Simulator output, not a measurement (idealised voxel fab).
voxel wiring stack: a process module
Section cut is 240 nm wide and gridded with 5 nm square cells.
Notation: cross-section as square-cell grid; stated in bands, top first, going down; one or more cell rows per band. First you get the band's top height and its bottom height, in nm, and then the materials it's made of, left to right, with each width in nm. If you see a single material with "everywhere", that one covers the band edge to edge. "empty" is empty space. Ref level 0: as-received wafer is one material below here. Bottom band extends down with no lower bound ("top 0, no bottom"). The expression "30..40" gives the width at the extremes of the band, the first number at its top row of cells and the second at its bottom row, with the width changing by equal amounts from each row to the next in between. Given "nothing changed" for a step, no cell of the cross-section differs between before and after that step. The entry "Voids, fully enclosed" lists the empty spaces that cover at least 8 cells and have no open path to the top. Each is written as width x height at distance, where the distance is measured from the left edge and all three values are in nm. Past the settings on a step's line: simulator remark, on that step. A step's line can hold "overlay nm"; with a mask on that step, the setting says how far right of the planned place the mask lay, while a negative setting says it lay to the left.
[Process steps (planned)]
1,op RECEIVE | material Si
2,op CONFORMAL_DEP | material SiO2 | thk nm 10
3,op DIRECTIONAL_DEP | material TiN | thk nm 5
4,op DIRECTIONAL_DEP | material Ru | thk nm 15
5,op PATTERN | tone cover | mask id METAL_1 | material resist | width nm 25 | pitch nm 40 | thk nm 15 | overlay nm 0
6,op DIRECTIONAL_ETCH | etch materials Ru | depth nm 15
7,op DIRECTIONAL_ETCH | etch materials TiN | depth nm 5
8,op STRIP | etch materials resist
9,op CONFORMAL_DEP | material SiN | thk nm 5
10,op FILL_DEP | material SiO2 | thk nm 10
11,op CMP | height nm 30
12,op CONFORMAL_DEP | material SiCN | thk nm 5
13,op DIRECTIONAL_DEP | material SiO2 | thk nm 35
14,op MASKED_ETCH | tone open | mask id METAL_2 | width nm 25 | pitch nm 40 | etch materials SiO2 | depth nm 20 | overlay nm 0
15,op DIRECTIONAL_DEP | material aC | thk nm 15
16,op PATTERN | tone open | mask id METAL_2_HOLES | material resist | width nm 15 | pitch nm 40 | thk nm 30 | overlay nm 0
17,op DIRECTIONAL_ETCH | etch materials aC | depth nm 15
18,op STRIP | etch materials resist
19,op DIRECTIONAL_ETCH | etch materials SiO2 | depth nm 15
20,op DIRECTIONAL_ETCH | etch materials SiCN | depth nm 5
21,op STRIP | etch materials aC
22,op CONFORMAL_DEP | material TiN | thk nm 5
23,op FILL_DEP | material Cu | thk nm 10
24,op CMP | height nm 70
25,op CONFORMAL_DEP | material SiCN | thk nm 5
26,op DIRECTIONAL_DEP | material lowk | thk nm 20
27,op PATTERN | tone open | mask id PLUG_2 | material resist | width nm 15 | pitch nm 80 | thk nm 20 | overlay nm 0
28,op DIRECTIONAL_ETCH | etch materials lowk | depth nm 20
29,op DIRECTIONAL_ETCH | etch materials SiCN | depth nm 5
30,op STRIP | etch materials resist
31,op EPI | material Ru | thk nm 10
32,op EPI | material Ru | thk nm 10
33,op EPI | material Ru | thk nm 5
34,op DIRECTIONAL_DEP | material TiN | thk nm 5
35,op DIRECTIONAL_DEP | material W | thk nm 15
36,op PATTERN | tone cover | mask id METAL_3 | material resist | width nm 25 | pitch nm 40 | thk nm 20 | overlay nm 0
37,op DIRECTIONAL_ETCH | etch materials W | depth nm 15
38,op DIRECTIONAL_ETCH | etch materials TiN | depth nm 5
39,op STRIP | etch materials resist
40,op CONFORMAL_DEP | material SiCN | thk nm 5
41,op FILL_DEP | material SiO2 | thk nm 10
42,op CMP | height nm 115
43,op CONFORMAL_DEP | material SiCN | thk nm 5
[The first of two wafers, run as planned]
[As received (post step 1): cross-section]
top 0, no bottom = Si everywhere
Voids, fully enclosed: none
[after step 2]
top 10, bottom 0 = SiO2 everywhere
Below 0, no change.
[after step 3]
top 15, bottom 10 = TiN everywhere
Below 10, no change.
[after step 4]
top 30, bottom 15 = Ru everywhere
Below 15, no change.
[after step 5]
top 45, bottom 30 = empty 45 / resist 25 / empty 15 / resist 25 / empty 15 / resist 25 / empty 15 / resist 25 / empty 50
Below 30, no change.
[after step 6]
top 45, bottom 30 = empty 45 / resist 25 / empty 15 / resist 25 / empty 15 / resist 25 / empty 15 / resist 25 / empty 50
top 30, bottom 15 = empty 45 / Ru 25 / empty 15 / Ru 25 / empty 15 / Ru 25 / empty 15 / Ru 25 / empty 50
Below 15, no change.
[after step 7]
top 45, bottom 30 = empty 45 / resist 25 / empty 15 / resist 25 / empty 15 / resist 25 / empty 15 / resist 25 / empty 50
top 30, bottom 15 = empty 45 / Ru 25 / empty 15 / Ru 25 / empty 15 / Ru 25 / empty 15 / Ru 25 / empty 50
top 15, bottom 10 = empty 45 / TiN 25 / empty 15 / TiN 25 / empty 15 / TiN 25 / empty 15 / TiN 25 / empty 50
Below 10, no change.
[after step 8]
top 30, bottom 15 = empty 45 / Ru 25 / empty 15 / Ru 25 / empty 15 / Ru 25 / empty 15 / Ru 25 / empty 50
Below 15, no change.
[after step 9]
top 35, bottom 30 = empty 40 / SiN 35 / empty 5 / SiN 35 / empty 5 / SiN 35 / empty 5 / SiN 35 / empty 45
top 30, bottom 15 = empty 40 / SiN 5 / Ru 25 / SiN 5 / empty 5 / SiN 5 / Ru 25 / SiN 5 / empty 5 / SiN 5 / Ru 25 / SiN 5 / empty 5 / SiN 5 / Ru 25 / SiN 5 / empty 45
top 15, bottom 10 = SiN 45 / TiN 25 / SiN 15 / TiN 25 / SiN 15 / TiN 25 / SiN 15 / TiN 25 / SiN 50
Below 10, no change.
[after step 10]
top 45, bottom 35 = SiO2 everywhere
top 35, bottom 30 = SiO2 40 / SiN 35 / SiO2 5 / SiN 35 / SiO2 5 / SiN 35 / SiO2 5 / SiN 35 / SiO2 45
top 30, bottom 15 = SiO2 40 / SiN 5 / Ru 25 / SiN 5 / SiO2 5 / SiN 5 / Ru 25 / SiN 5 / SiO2 5 / SiN 5 / Ru 25 / SiN 5 / SiO2 5 / SiN 5 / Ru 25 / SiN 5 / SiO2 45
Below 15, no change.
[after step 11]
top 30, bottom 15 = SiO2 40 / SiN 5 / Ru 25 / SiN 5 / SiO2 5 / SiN 5 / Ru 25 / SiN 5 / SiO2 5 / SiN 5 / Ru 25 / SiN 5 / SiO2 5 / SiN 5 / Ru 25 / SiN 5 / SiO2 45
Below 15, no change.
[after step 12]
top 35, bottom 30 = SiCN everywhere
Below 30, no change.
[after step 13]
top 70, bottom 35 = SiO2 everywhere
Below 35, no change.
[after step 14]
top 70, bottom 50 = SiO2 45 / empty 25 / SiO2 15 / empty 25 / SiO2 15 / empty 25 / SiO2 15 / empty 25 / SiO2 50
Below 50, no change.
[after step 15]
top 85, bottom 70 = aC 45 / empty 25 / aC 15 / empty 25 / aC 15 / empty 25 / aC 15 / empty 25 / aC 50
top 70, bottom 65 = SiO2 45 / empty 25 / SiO2 15 / empty 25 / SiO2 15 / empty 25 / SiO2 15 / empty 25 / SiO2 50
top 65, bottom 50 = SiO2 45 / aC 25 / SiO2 15 / aC 25 / SiO2 15 / aC 25 / SiO2 15 / aC 25 / SiO2 50
Below 50, no change.
[after step 16]
top 115, bottom 85 = resist 45 / empty 15 / resist 25 / empty 15 / resist 25 / empty 15 / resist 25 / empty 15 / resist 60
top 85, bottom 70 = aC 45 / empty 15 / resist 10 / aC 15 / empty 15 / resist 10 / aC 15 / empty 15 / resist 10 / aC 15 / empty 15 / resist 10 / aC 50
top 70, bottom 65 = SiO2 45 / empty 15 / resist 10 / SiO2 15 / empty 15 / resist 10 / SiO2 15 / empty 15 / resist 10 / SiO2 15 / empty 15 / resist 10 / SiO2 50
Below 65, no change.
[after step 17]
top 100, bottom 85 = resist 45 / empty 15 / resist 25 / empty 15 / resist 25 / empty 15 / resist 25 / empty 15 / resist 60
top 85, bottom 70 = aC 45 / empty 15 / resist 10 / aC 15 / empty 15 / resist 10 / aC 15 / empty 15 / resist 10 / aC 15 / empty 15 / resist 10 / aC 50
top 70, bottom 65 = SiO2 45 / empty 15 / resist 10 / SiO2 15 / empty 15 / resist 10 / SiO2 15 / empty 15 / resist 10 / SiO2 15 / empty 15 / resist 10 / SiO2 50
top 65, bottom 50 = SiO2 45 / empty 15 / aC 10 / SiO2 15 / empty 15 / aC 10 / SiO2 15 / empty 15 / aC 10 / SiO2 15 / empty 15 / aC 10 / SiO2 50
Below 50, no change.
[after step 18]
top 85, bottom 70 = aC 45 / empty 25 / aC 15 / empty 25 / aC 15 / empty 25 / aC 15 / empty 25 / aC 50
top 70, bottom 65 = SiO2 45 / empty 25 / SiO2 15 / empty 25 / SiO2 15 / empty 25 / SiO2 15 / empty 25 / SiO2 50
Below 65, no change.
[after step 19]
top 85, bottom 70 = aC 45 / empty 25 / aC 15 / empty 25 / aC 15 / empty 25 / aC 15 / empty 25 / aC 50
top 70, bottom 65 = SiO2 45 / empty 25 / SiO2 15 / empty 25 / SiO2 15 / empty 25 / SiO2 15 / empty 25 / SiO2 50
top 65, bottom 50 = SiO2 45 / empty 15 / aC 10 / SiO2 15 / empty 15 / aC 10 / SiO2 15 / empty 15 / aC 10 / SiO2 15 / empty 15 / aC 10 / SiO2 50
top 50, bottom 35 = SiO2 45 / empty 15 / SiO2 25 / empty 15 / SiO2 25 / empty 15 / SiO2 25 / empty 15 / SiO2 60
Below 35, no change.
[after step 20]
top 85, bottom 70 = aC 45 / empty 25 / aC 15 / empty 25 / aC 15 / empty 25 / aC 15 / empty 25 / aC 50
top 70, bottom 65 = SiO2 45 / empty 25 / SiO2 15 / empty 25 / SiO2 15 / empty 25 / SiO2 15 / empty 25 / SiO2 50
top 65, bottom 50 = SiO2 45 / empty 15 / aC 10 / SiO2 15 / empty 15 / aC 10 / SiO2 15 / empty 15 / aC 10 / SiO2 15 / empty 15 / aC 10 / SiO2 50
top 50, bottom 35 = SiO2 45 / empty 15 / SiO2 25 / empty 15 / SiO2 25 / empty 15 / SiO2 25 / empty 15 / SiO2 60
top 35, bottom 30 = SiCN 45 / empty 15 / SiCN 25 / empty 15 / SiCN 25 / empty 15 / SiCN 25 / empty 15 / SiCN 60
Below 30, no change.
[after step 21]
top 70, bottom 50 = SiO2 45 / empty 25 / SiO2 15 / empty 25 / SiO2 15 / empty 25 / SiO2 15 / empty 25 / SiO2 50
Below 50, no change.
[after step 22]
top 75, bottom 70 = TiN 50 / empty 15 / TiN 25 / empty 15 / TiN 25 / empty 15 / TiN 25 / empty 15 / TiN 55
top 70, bottom 55 = SiO2 45 / TiN 5 / empty 15 / TiN 5 / SiO2 15 / TiN 5 / empty 15 / TiN 5 / SiO2 15 / TiN 5 / empty 15 / TiN 5 / SiO2 15 / TiN 5 / empty 15 / TiN 5 / SiO2 50
top 55, bottom 50 = SiO2 45 / TiN 5 / empty 5 / TiN 15 / SiO2 15 / TiN 5 / empty 5 / TiN 15 / SiO2 15 / TiN 5 / empty 5 / TiN 15 / SiO2 15 / TiN 5 / empty 5 / TiN 15 / SiO2 50
top 50, bottom 35 = SiO2 45 / TiN 5 / empty 5 / TiN 5 / SiO2 25 / TiN 5 / empty 5 / TiN 5 / SiO2 25 / TiN 5 / empty 5 / TiN 5 / SiO2 25 / TiN 5 / empty 5 / TiN 5 / SiO2 60
top 35, bottom 30 = SiCN 45 / TiN 15 / SiCN 25 / TiN 15 / SiCN 25 / TiN 15 / SiCN 25 / TiN 15 / SiCN 60
Below 30, no change.
[after step 23]
top 85, bottom 75 = Cu everywhere
top 75, bottom 70 = TiN 50 / Cu 15 / TiN 25 / Cu 15 / TiN 25 / Cu 15 / TiN 25 / Cu 15 / TiN 55
top 70, bottom 55 = SiO2 45 / TiN 5 / Cu 15 / TiN 5 / SiO2 15 / TiN 5 / Cu 15 / TiN 5 / SiO2 15 / TiN 5 / Cu 15 / TiN 5 / SiO2 15 / TiN 5 / Cu 15 / TiN 5 / SiO2 50
top 55, bottom 50 = SiO2 45 / TiN 5 / Cu 5 / TiN 15 / SiO2 15 / TiN 5 / Cu 5 / TiN 15 / SiO2 15 / TiN 5 / Cu 5 / TiN 15 / SiO2 15 / TiN 5 / Cu 5 / TiN 15 / SiO2 50
top 50, bottom 35 = SiO2 45 / TiN 5 / Cu 5 / TiN 5 / SiO2 25 / TiN 5 / Cu 5 / TiN 5 / SiO2 25 / TiN 5 / Cu 5 / TiN 5 / SiO2 25 / TiN 5 / Cu 5 / TiN 5 / SiO2 60
Below 35, no change.
[after step 24]
top 70, bottom 55 = SiO2 45 / TiN 5 / Cu 15 / TiN 5 / SiO2 15 / TiN 5 / Cu 15 / TiN 5 / SiO2 15 / TiN 5 / Cu 15 / TiN 5 / SiO2 15 / TiN 5 / Cu 15 / TiN 5 / SiO2 50
Below 55, no change.
[after step 25]
top 75, bottom 70 = SiCN everywhere
Below 70, no change.
[after step 26]
top 95, bottom 75 = lowk everywhere
Below 75, no change.
[after step 27]
top 115, bottom 95 = resist 45 / empty 15 / resist 65 / empty 15 / resist 100
Below 95, no change.
[after step 28]
top 115, bottom 95 = resist 45 / empty 15 / resist 65 / empty 15 / resist 100
top 95, bottom 75 = lowk 45 / empty 15 / lowk 65 / empty 15 / lowk 100
Below 75, no change.
[after step 29]
top 115, bottom 95 = resist 45 / empty 15 / resist 65 / empty 15 / resist 100
top 95, bottom 75 = lowk 45 / empty 15 / lowk 65 / empty 15 / lowk 100
top 75, bottom 70 = SiCN 45 / empty 15 / SiCN 65 / empty 15 / SiCN 100
Below 70, no change.
[after step 30]
top 95, bottom 75 = lowk 45 / empty 15 / lowk 65 / empty 15 / lowk 100
Below 75, no change.
[after step 31]
top 95, bottom 80 = lowk 45 / empty 15 / lowk 65 / empty 15 / lowk 100
top 80, bottom 75 = lowk 45 / Ru 15 / lowk 65 / Ru 15 / lowk 100
top 75, bottom 70 = SiCN 45 / Ru 15 / SiCN 65 / Ru 15 / SiCN 100
Below 70, no change.
[after step 32]
top 95, bottom 90 = lowk 45 / empty 15 / lowk 65 / empty 15 / lowk 100
top 90, bottom 75 = lowk 45 / Ru 15 / lowk 65 / Ru 15 / lowk 100
Below 75, no change.
[after step 33]
top 95, bottom 75 = lowk 45 / Ru 15 / lowk 65 / Ru 15 / lowk 100
Below 75, no change.
[after step 34]
top 100, bottom 95 = TiN everywhere
Below 95, no change.
[after step 35]
top 115, bottom 100 = W everywhere
Below 100, no change.
[after step 36]
top 135, bottom 115 = empty 45 / resist 25 / empty 15 / resist 25 / empty 15 / resist 25 / empty 15 / resist 25 / empty 50
Below 115, no change.
[after step 37]
top 135, bottom 115 = empty 45 / resist 25 / empty 15 / resist 25 / empty 15 / resist 25 / empty 15 / resist 25 / empty 50
top 115, bottom 100 = empty 45 / W 25 / empty 15 / W 25 / empty 15 / W 25 / empty 15 / W 25 / empty 50
Below 100, no change.
[after step 38]
top 135, bottom 115 = empty 45 / resist 25 / empty 15 / resist 25 / empty 15 / resist 25 / empty 15 / resist 25 / empty 50
top 115, bottom 100 = empty 45 / W 25 / empty 15 / W 25 / empty 15 / W 25 / empty 15 / W 25 / empty 50
top 100, bottom 95 = empty 45 / TiN 25 / empty 15 / TiN 25 / empty 15 / TiN 25 / empty 15 / TiN 25 / empty 50
Below 95, no change.
[after step 39]
top 115, bottom 100 = empty 45 / W 25 / empty 15 / W 25 / empty 15 / W 25 / empty 15 / W 25 / empty 50
Below 100, no change.
[after step 40]
top 120, bottom 115 = empty 40 / SiCN 35 / empty 5 / SiCN 35 / empty 5 / SiCN 35 / empty 5 / SiCN 35 / empty 45
top 115, bottom 100 = empty 40 / SiCN 5 / W 25 / SiCN 5 / empty 5 / SiCN 5 / W 25 / SiCN 5 / empty 5 / SiCN 5 / W 25 / SiCN 5 / empty 5 / SiCN 5 / W 25 / SiCN 5 / empty 45
top 100, bottom 95 = SiCN 45 / TiN 25 / SiCN 15 / TiN 25 / SiCN 15 / TiN 25 / SiCN 15 / TiN 25 / SiCN 50
Below 95, no change.
[after step 41]
top 130, bottom 120 = SiO2 everywhere
top 120, bottom 115 = SiO2 40 / SiCN 35 / SiO2 5 / SiCN 35 / SiO2 5 / SiCN 35 / SiO2 5 / SiCN 35 / SiO2 45
top 115, bottom 100 = SiO2 40 / SiCN 5 / W 25 / SiCN 5 / SiO2 5 / SiCN 5 / W 25 / SiCN 5 / SiO2 5 / SiCN 5 / W 25 / SiCN 5 / SiO2 5 / SiCN 5 / W 25 / SiCN 5 / SiO2 45
Below 100, no change.
[after step 42]
top 115, bottom 100 = SiO2 40 / SiCN 5 / W 25 / SiCN 5 / SiO2 5 / SiCN 5 / W 25 / SiCN 5 / SiO2 5 / SiCN 5 / W 25 / SiCN 5 / SiO2 5 / SiCN 5 / W 25 / SiCN 5 / SiO2 45
Below 100, no change.
[after step 43]
top 120, bottom 115 = SiCN everywhere
Below 115, no change.
[Second Wafer (Identical Start and Plan, One Processing Error; Matches First Wafer Through Step 13)]
[Cross-section, second wafer, at the end time the plan gives for step 14]
top 70, bottom 35 = SiO2 45 / empty 25 / SiO2 15 / empty 25 / SiO2 15 / empty 25 / SiO2 15 / empty 25 / SiO2 50
Below 35, no change.
[Cross-section, second wafer, at the end time the plan gives for step 15]
top 85, bottom 70 = aC 45 / empty 25 / aC 15 / empty 25 / aC 15 / empty 25 / aC 15 / empty 25 / aC 50
top 70, bottom 50 = SiO2 45 / empty 25 / SiO2 15 / empty 25 / SiO2 15 / empty 25 / SiO2 15 / empty 25 / SiO2 50
top 50, bottom 35 = SiO2 45 / aC 25 / SiO2 15 / aC 25 / SiO2 15 / aC 25 / SiO2 15 / aC 25 / SiO2 50
Below 35, no change.
[Cross-section, second wafer, at the end time the plan gives for step 16]
top 115, bottom 85 = resist 45 / empty 15 / resist 25 / empty 15 / resist 25 / empty 15 / resist 25 / empty 15 / resist 60
top 85, bottom 70 = aC 45 / empty 15 / resist 10 / aC 15 / empty 15 / resist 10 / aC 15 / empty 15 / resist 10 / aC 15 / empty 15 / resist 10 / aC 50
top 70, bottom 50 = SiO2 45 / empty 15 / resist 10 / SiO2 15 / empty 15 / resist 10 / SiO2 15 / empty 15 / resist 10 / SiO2 15 / empty 15 / resist 10 / SiO2 50
Below 50, no change.
[Cross-section, second wafer, at the end time the plan gives for step 17]
top 100, bottom 85 = resist 45 / empty 15 / resist 25 / empty 15 / resist 25 / empty 15 / resist 25 / empty 15 / resist 60
top 85, bottom 70 = aC 45 / empty 15 / resist 10 / aC 15 / empty 15 / resist 10 / aC 15 / empty 15 / resist 10 / aC 15 / empty 15 / resist 10 / aC 50
top 70, bottom 50 = SiO2 45 / empty 15 / resist 10 / SiO2 15 / empty 15 / resist 10 / SiO2 15 / empty 15 / resist 10 / SiO2 15 / empty 15 / resist 10 / SiO2 50
top 50, bottom 35 = SiO2 45 / empty 15 / aC 10 / SiO2 15 / empty 15 / aC 10 / SiO2 15 / empty 15 / aC 10 / SiO2 15 / empty 15 / aC 10 / SiO2 50
Below 35, no change.
[Cross-section, second wafer, at the end time the plan gives for step 18]
top 85, bottom 70 = aC 45 / empty 25 / aC 15 / empty 25 / aC 15 / empty 25 / aC 15 / empty 25 / aC 50
top 70, bottom 50 = SiO2 45 / empty 25 / SiO2 15 / empty 25 / SiO2 15 / empty 25 / SiO2 15 / empty 25 / SiO2 50
Below 50, no change.
Cross-section, second wafer, at the end time the plan gives for step 19: nothing changed
[Cross-section, second wafer, at the end time the plan gives for step 20]
top 85, bottom 70 = aC 45 / empty 25 / aC 15 / empty 25 / aC 15 / empty 25 / aC 15 / empty 25 / aC 50
top 70, bottom 50 = SiO2 45 / empty 25 / SiO2 15 / empty 25 / SiO2 15 / empty 25 / SiO2 15 / empty 25 / SiO2 50
top 50, bottom 35 = SiO2 45 / empty 15 / aC 10 / SiO2 15 / empty 15 / aC 10 / SiO2 15 / empty 15 / aC 10 / SiO2 15 / empty 15 / aC 10 / SiO2 50
top 35, bottom 30 = SiCN 45 / empty 15 / SiCN 25 / empty 15 / SiCN 25 / empty 15 / SiCN 25 / empty 15 / SiCN 60
Below 30, no change.
[Cross-section, second wafer, at the end time the plan gives for step 21]
top 70, bottom 35 = SiO2 45 / empty 25 / SiO2 15 / empty 25 / SiO2 15 / empty 25 / SiO2 15 / empty 25 / SiO2 50
Below 35, no change.
[Cross-section, second wafer, at the end time the plan gives for step 22]
top 75, bottom 70 = TiN 50 / empty 15 / TiN 25 / empty 15 / TiN 25 / empty 15 / TiN 25 / empty 15 / TiN 55
top 70, bottom 40 = SiO2 45 / TiN 5 / empty 15 / TiN 5 / SiO2 15 / TiN 5 / empty 15 / TiN 5 / SiO2 15 / TiN 5 / empty 15 / TiN 5 / SiO2 15 / TiN 5 / empty 15 / TiN 5 / SiO2 50
top 40, bottom 35 = SiO2 45 / TiN 5 / empty 5 / TiN 15 / SiO2 15 / TiN 5 / empty 5 / TiN 15 / SiO2 15 / TiN 5 / empty 5 / TiN 15 / SiO2 15 / TiN 5 / empty 5 / TiN 15 / SiO2 50
top 35, bottom 30 = SiCN 45 / TiN 15 / SiCN 25 / TiN 15 / SiCN 25 / TiN 15 / SiCN 25 / TiN 15 / SiCN 60
Below 30, no change.
[Cross-section, second wafer, at the end time the plan gives for step 23]
top 85, bottom 75 = Cu everywhere
top 75, bottom 70 = TiN 50 / Cu 15 / TiN 25 / Cu 15 / TiN 25 / Cu 15 / TiN 25 / Cu 15 / TiN 55
top 70, bottom 40 = SiO2 45 / TiN 5 / Cu 15 / TiN 5 / SiO2 15 / TiN 5 / Cu 15 / TiN 5 / SiO2 15 / TiN 5 / Cu 15 / TiN 5 / SiO2 15 / TiN 5 / Cu 15 / TiN 5 / SiO2 50
top 40, bottom 35 = SiO2 45 / TiN 5 / Cu 5 / TiN 15 / SiO2 15 / TiN 5 / Cu 5 / TiN 15 / SiO2 15 / TiN 5 / Cu 5 / TiN 15 / SiO2 15 / TiN 5 / Cu 5 / TiN 15 / SiO2 50
Below 35, no change.
[Cross-section, second wafer, at the end time the plan gives for step 24]
top 70, bottom 40 = SiO2 45 / TiN 5 / Cu 15 / TiN 5 / SiO2 15 / TiN 5 / Cu 15 / TiN 5 / SiO2 15 / TiN 5 / Cu 15 / TiN 5 / SiO2 15 / TiN 5 / Cu 15 / TiN 5 / SiO2 50
Below 40, no change.
[Cross-section, second wafer, at the end time the plan gives for step 25]
top 75, bottom 70 = SiCN everywhere
Below 70, no change.
[Cross-section, second wafer, at the end time the plan gives for step 26]
top 95, bottom 75 = lowk everywhere
Below 75, no change.
[Cross-section, second wafer, at the end time the plan gives for step 27]
top 115, bottom 95 = resist 45 / empty 15 / resist 65 / empty 15 / resist 100
Below 95, no change.
[Cross-section, second wafer, at the end time the plan gives for step 28]
top 115, bottom 95 = resist 45 / empty 15 / resist 65 / empty 15 / resist 100
top 95, bottom 75 = lowk 45 / empty 15 / lowk 65 / empty 15 / lowk 100
Below 75, no change.
[Cross-section, second wafer, at the end time the plan gives for step 29]
top 115, bottom 95 = resist 45 / empty 15 / resist 65 / empty 15 / resist 100
top 95, bottom 75 = lowk 45 / empty 15 / lowk 65 / empty 15 / lowk 100
top 75, bottom 70 = SiCN 45 / empty 15 / SiCN 65 / empty 15 / SiCN 100
Below 70, no change.
[Cross-section, second wafer, at the end time the plan gives for step 30]
top 95, bottom 75 = lowk 45 / empty 15 / lowk 65 / empty 15 / lowk 100
Below 75, no change.
[Cross-section, second wafer, at the end time the plan gives for step 31]
top 95, bottom 80 = lowk 45 / empty 15 / lowk 65 / empty 15 / lowk 100
top 80, bottom 75 = lowk 45 / Ru 15 / lowk 65 / Ru 15 / lowk 100
top 75, bottom 70 = SiCN 45 / Ru 15 / SiCN 65 / Ru 15 / SiCN 100
Below 70, no change.
[Cross-section, second wafer, at the end time the plan gives for step 32]
top 95, bottom 90 = lowk 45 / empty 15 / lowk 65 / empty 15 / lowk 100
top 90, bottom 75 = lowk 45 / Ru 15 / lowk 65 / Ru 15 / lowk 100
Below 75, no change.
[Cross-section, second wafer, at the end time the plan gives for step 33]
top 95, bottom 75 = lowk 45 / Ru 15 / lowk 65 / Ru 15 / lowk 100
Below 75, no change.
[Cross-section, second wafer, at the end time the plan gives for step 34]
top 100, bottom 95 = TiN everywhere
Below 95, no change.
[Cross-section, second wafer, at the end time the plan gives for step 35]
top 115, bottom 100 = W everywhere
Below 100, no change.
[Cross-section, second wafer, at the end time the plan gives for step 36]
top 135, bottom 115 = empty 45 / resist 25 / empty 15 / resist 25 / empty 15 / resist 25 / empty 15 / resist 25 / empty 50
Below 115, no change.
[Cross-section, second wafer, at the end time the plan gives for step 37]
top 135, bottom 115 = empty 45 / resist 25 / empty 15 / resist 25 / empty 15 / resist 25 / empty 15 / resist 25 / empty 50
top 115, bottom 100 = empty 45 / W 25 / empty 15 / W 25 / empty 15 / W 25 / empty 15 / W 25 / empty 50
Below 100, no change.
[Cross-section, second wafer, at the end time the plan gives for step 38]
top 135, bottom 115 = empty 45 / resist 25 / empty 15 / resist 25 / empty 15 / resist 25 / empty 15 / resist 25 / empty 50
top 115, bottom 100 = empty 45 / W 25 / empty 15 / W 25 / empty 15 / W 25 / empty 15 / W 25 / empty 50
top 100, bottom 95 = empty 45 / TiN 25 / empty 15 / TiN 25 / empty 15 / TiN 25 / empty 15 / TiN 25 / empty 50
Below 95, no change.
[Cross-section, second wafer, at the end time the plan gives for step 39]
top 115, bottom 100 = empty 45 / W 25 / empty 15 / W 25 / empty 15 / W 25 / empty 15 / W 25 / empty 50
Below 100, no change.
[Cross-section, second wafer, at the end time the plan gives for step 40]
top 120, bottom 115 = empty 40 / SiCN 35 / empty 5 / SiCN 35 / empty 5 / SiCN 35 / empty 5 / SiCN 35 / empty 45
top 115, bottom 100 = empty 40 / SiCN 5 / W 25 / SiCN 5 / empty 5 / SiCN 5 / W 25 / SiCN 5 / empty 5 / SiCN 5 / W 25 / SiCN 5 / empty 5 / SiCN 5 / W 25 / SiCN 5 / empty 45
top 100, bottom 95 = SiCN 45 / TiN 25 / SiCN 15 / TiN 25 / SiCN 15 / TiN 25 / SiCN 15 / TiN 25 / SiCN 50
Below 95, no change.
[Cross-section, second wafer, at the end time the plan gives for step 41]
top 130, bottom 120 = SiO2 everywhere
top 120, bottom 115 = SiO2 40 / SiCN 35 / SiO2 5 / SiCN 35 / SiO2 5 / SiCN 35 / SiO2 5 / SiCN 35 / SiO2 45
top 115, bottom 100 = SiO2 40 / SiCN 5 / W 25 / SiCN 5 / SiO2 5 / SiCN 5 / W 25 / SiCN 5 / SiO2 5 / SiCN 5 / W 25 / SiCN 5 / SiO2 5 / SiCN 5 / W 25 / SiCN 5 / SiO2 45
Below 100, no change.
[Cross-section, second wafer, at the end time the plan gives for step 42]
top 115, bottom 100 = SiO2 40 / SiCN 5 / W 25 / SiCN 5 / SiO2 5 / SiCN 5 / W 25 / SiCN 5 / SiO2 5 / SiCN 5 / W 25 / SiCN 5 / SiO2 5 / SiCN 5 / W 25 / SiCN 5 / SiO2 45
Below 100, no change.
[Cross-section, second wafer, at the end time the plan gives for step 43]
top 120, bottom 115 = SiCN everywhere
Below 115, no change.
Deviation from plan: heads up, step 14 of the plan got done twice
In the final state, the cell counts of the second wafer exceed or fall short of those of the first for the following materials: Cu +24 | SiO2 -24
